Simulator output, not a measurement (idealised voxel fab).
Process module heading - voxel ribs on slabs
Cross-section cut: width 145 nm, square cells of 5 nm.
For the purposes of this document, a cross-section shall be understood as a grid of square cells, specified as bands listed in top-to-bottom order, each band consisting of one or more rows of cells. Quick guide to a band line: top height, bottom height (nm) up front; then every material left to right with its width in nm. Only one material and it's marked "full width"? Then it fills the band edge to edge. And "empty" just means empty space. Heads up on the height convention: 0 is the point under which the incoming wafer is all one material, and the lowest band has no bottom, it just keeps going down, like "0 nm and below". Read "30..40" as a graded width: first number on top, second number at the bottom, same change between each pair of neighbouring rows. It should be understood that the words "stayed the same", when stated for a given step, signify that the cross-section underwent no change in any of its cells during that step. Entry "Closed void inventory". Content: empty spaces with no open connection to the top, size 8 cells or greater. Each: width x height at distance. Distance: from left edge. Unit: nm. It should be noted that, on the line of a given step, the content following the step's settings is a remark produced by the simulator itself with respect to that step. The line of a step may include "overlay nm". On a step with a mask, this value is how far to the right of its planned place the mask lay. A negative value means the mask lay to the left.

-- The following list gives the planned process steps
| 1 | RECEIVE with material Si |
| 2 | DIRECTIONAL_DEP with material SiO2, thk nm 25 |
| 3 | DIRECTIONAL_DEP with material polySi, thk nm 20 |
| 4 | DIRECTIONAL_DEP with material aC, thk nm 10 |
| 5 | PATTERN with tone cover, mask id RIB, material resist, width nm 20, thk nm 25, overlay nm 0 |
| 6 | DIRECTIONAL_ETCH with etch materials aC, depth nm 10 |
| 7 | STRIP with etch materials resist |
| 8 | DIRECTIONAL_ETCH with etch materials polySi, depth nm 15 |
| 9 | STRIP with etch materials aC |
| 10 | DIRECTIONAL_DEP with material aC, thk nm 15 |
| 11 | PATTERN with tone cover, mask id SLAB, material resist, width nm 60, thk nm 30, overlay nm 0 |
| 12 | DIRECTIONAL_ETCH with etch materials aC, depth nm 15 |
| 13 | STRIP with etch materials resist |
| 14 | DIRECTIONAL_ETCH with etch materials polySi, depth nm 5 |
| 15 | STRIP with etch materials aC |
| 16 | FILL_DEP with material SiO2, thk nm 20 |
| 17 | CMP with height nm 55 |
| 18 | DIRECTIONAL_DEP with material TiN, thk nm 10 |
| 19 | PATTERN with tone cover, mask id HEATER, material resist, width nm 30, thk nm 20, overlay nm 0 |
| 20 | DIRECTIONAL_ETCH with etch materials TiN, depth nm 10 |
| 21 | STRIP with etch materials resist |
| 22 | CONFORMAL_DEP with material SiO2, thk nm 10 |

-- First wafer, two in total, run as planned

-- Cross-section: wafer on arrival = after step 1
0 nm and below | Si full width
Closed void inventory: none

-- Cross-section of the wafer after step 2
25 nm to 0 nm | SiO2 full width
Lower than 0, everything is as it was.

-- Cross-section of the wafer after step 3
45 nm to 25 nm | polySi full width
Lower than 25, everything is as it was.

-- Cross-section of the wafer after step 4
55 nm to 45 nm | aC full width
Lower than 45, everything is as it was.

-- Cross-section of the wafer after step 5
80 nm to 55 nm | 60 of empty  20 of resist  65 of empty
Lower than 55, everything is as it was.

-- Cross-section of the wafer after step 6
70 nm to 55 nm | 60 of empty  20 of resist  65 of empty
55 nm to 45 nm | 60 of empty  20 of aC  65 of empty
Lower than 45, everything is as it was.

-- Cross-section of the wafer after step 7
55 nm to 45 nm | 60 of empty  20 of aC  65 of empty
Lower than 45, everything is as it was.

-- Cross-section of the wafer after step 8
55 nm to 45 nm | 60 of empty  20 of aC  65 of empty
45 nm to 30 nm | 60 of empty  20 of polySi  65 of empty
Lower than 30, everything is as it was.

-- Cross-section of the wafer after step 9
45 nm to 30 nm | 60 of empty  20 of polySi  65 of empty
Lower than 30, everything is as it was.

-- Cross-section of the wafer after step 10
60 nm to 45 nm | 60 of empty  20 of aC  65 of empty
45 nm to 30 nm | 60 of aC  20 of polySi  65 of aC
Lower than 30, everything is as it was.

-- Cross-section of the wafer after step 11
90 nm to 60 nm | 40 of empty  60 of resist  45 of empty
60 nm to 45 nm | 40 of empty  20 of resist  20 of aC  20 of resist  45 of empty
Lower than 45, everything is as it was.

-- Cross-section of the wafer after step 12
75 nm to 60 nm | 40 of empty  60 of resist  45 of empty
60 nm to 45 nm | 40 of empty  20 of resist  20 of aC  20 of resist  45 of empty
45 nm to 30 nm | 40 of empty  20 of aC  20 of polySi  20 of aC  45 of empty
Lower than 30, everything is as it was.

-- Cross-section of the wafer after step 13
60 nm to 45 nm | 60 of empty  20 of aC  65 of empty
Lower than 45, everything is as it was.

-- Cross-section of the wafer after step 14
60 nm to 45 nm | 60 of empty  20 of aC  65 of empty
45 nm to 30 nm | 40 of empty  20 of aC  20 of polySi  20 of aC  45 of empty
30 nm to 25 nm | 40 of empty  60 of polySi  45 of empty
Lower than 25, everything is as it was.

-- Cross-section of the wafer after step 15
45 nm to 30 nm | 60 of empty  20 of polySi  65 of empty
Lower than 30, everything is as it was.

-- Cross-section of the wafer after step 16
65 nm to 45 nm | SiO2 full width
45 nm to 30 nm | 60 of SiO2  20 of polySi  65 of SiO2
30 nm to 25 nm | 40 of SiO2  60 of polySi  45 of SiO2
Lower than 25, everything is as it was.

-- Cross-section of the wafer after step 17
55 nm to 45 nm | SiO2 full width
Lower than 45, everything is as it was.

-- Cross-section of the wafer after step 18
65 nm to 55 nm | TiN full width
Lower than 55, everything is as it was.

-- Cross-section of the wafer after step 19
85 nm to 65 nm | 55 of empty  30 of resist  60 of empty
Lower than 65, everything is as it was.

-- Cross-section of the wafer after step 20
85 nm to 65 nm | 55 of empty  30 of resist  60 of empty
65 nm to 55 nm | 55 of empty  30 of TiN  60 of empty
Lower than 55, everything is as it was.

-- Cross-section of the wafer after step 21
65 nm to 55 nm | 55 of empty  30 of TiN  60 of empty
Lower than 55, everything is as it was.

-- Cross-section of the wafer after step 22
75 nm to 65 nm | 45 of empty  50 of SiO2  50 of empty
65 nm to 55 nm | 55 of SiO2  30 of TiN  60 of SiO2
Lower than 55, everything is as it was.

-- Second wafer. Start and plan as for the first. One mistake made in running. Agrees with the first up to and including step 10

-- Cross-section: second wafer, time at which step 11 was scheduled to end
90 nm to 60 nm | 35 of empty  60 of resist  50 of empty
60 nm to 45 nm | 35 of empty  25 of resist  20 of aC  15 of resist  50 of empty
Lower than 45, everything is as it was.

-- Cross-section: second wafer, time at which step 12 was scheduled to end
75 nm to 60 nm | 35 of empty  60 of resist  50 of empty
60 nm to 45 nm | 35 of empty  25 of resist  20 of aC  15 of resist  50 of empty
45 nm to 30 nm | 35 of empty  25 of aC  20 of polySi  15 of aC  50 of empty
Lower than 30, everything is as it was.

-- Cross-section: second wafer, time at which step 13 was scheduled to end
60 nm to 45 nm | 60 of empty  20 of aC  65 of empty
Lower than 45, everything is as it was.

-- Cross-section: second wafer, time at which step 14 was scheduled to end
60 nm to 45 nm | 60 of empty  20 of aC  65 of empty
45 nm to 30 nm | 35 of empty  25 of aC  20 of polySi  15 of aC  50 of empty
30 nm to 25 nm | 35 of empty  60 of polySi  50 of empty
Lower than 25, everything is as it was.

-- Cross-section: second wafer, time at which step 15 was scheduled to end
45 nm to 30 nm | 60 of empty  20 of polySi  65 of empty
Lower than 30, everything is as it was.

-- Cross-section: second wafer, time at which step 16 was scheduled to end
65 nm to 45 nm | SiO2 full width
45 nm to 30 nm | 60 of SiO2  20 of polySi  65 of SiO2
30 nm to 25 nm | 35 of SiO2  60 of polySi  50 of SiO2
Lower than 25, everything is as it was.

-- Cross-section: second wafer, time at which step 17 was scheduled to end
55 nm to 45 nm | SiO2 full width
Lower than 45, everything is as it was.

-- Cross-section: second wafer, time at which step 18 was scheduled to end
65 nm to 55 nm | TiN full width
Lower than 55, everything is as it was.

-- Cross-section: second wafer, time at which step 19 was scheduled to end
85 nm to 65 nm | 55 of empty  30 of resist  60 of empty
Lower than 65, everything is as it was.

-- Cross-section: second wafer, time at which step 20 was scheduled to end
85 nm to 65 nm | 55 of empty  30 of resist  60 of empty
65 nm to 55 nm | 55 of empty  30 of TiN  60 of empty
Lower than 55, everything is as it was.

-- Cross-section: second wafer, time at which step 21 was scheduled to end
65 nm to 55 nm | 55 of empty  30 of TiN  60 of empty
Lower than 55, everything is as it was.

-- Cross-section: second wafer, time at which step 22 was scheduled to end
75 nm to 65 nm | 45 of empty  50 of SiO2  50 of empty
65 nm to 55 nm | 55 of SiO2  30 of TiN  60 of SiO2
Lower than 55, everything is as it was.
What went wrong in running the wafer? step 11 went in with a setting other than planned; the actual run was PATTERN with tone cover, mask id SLAB, material resist, width nm 60, thk nm 30, overlay nm -5
Cell counts per material: same on both final wafers. Positions: different.
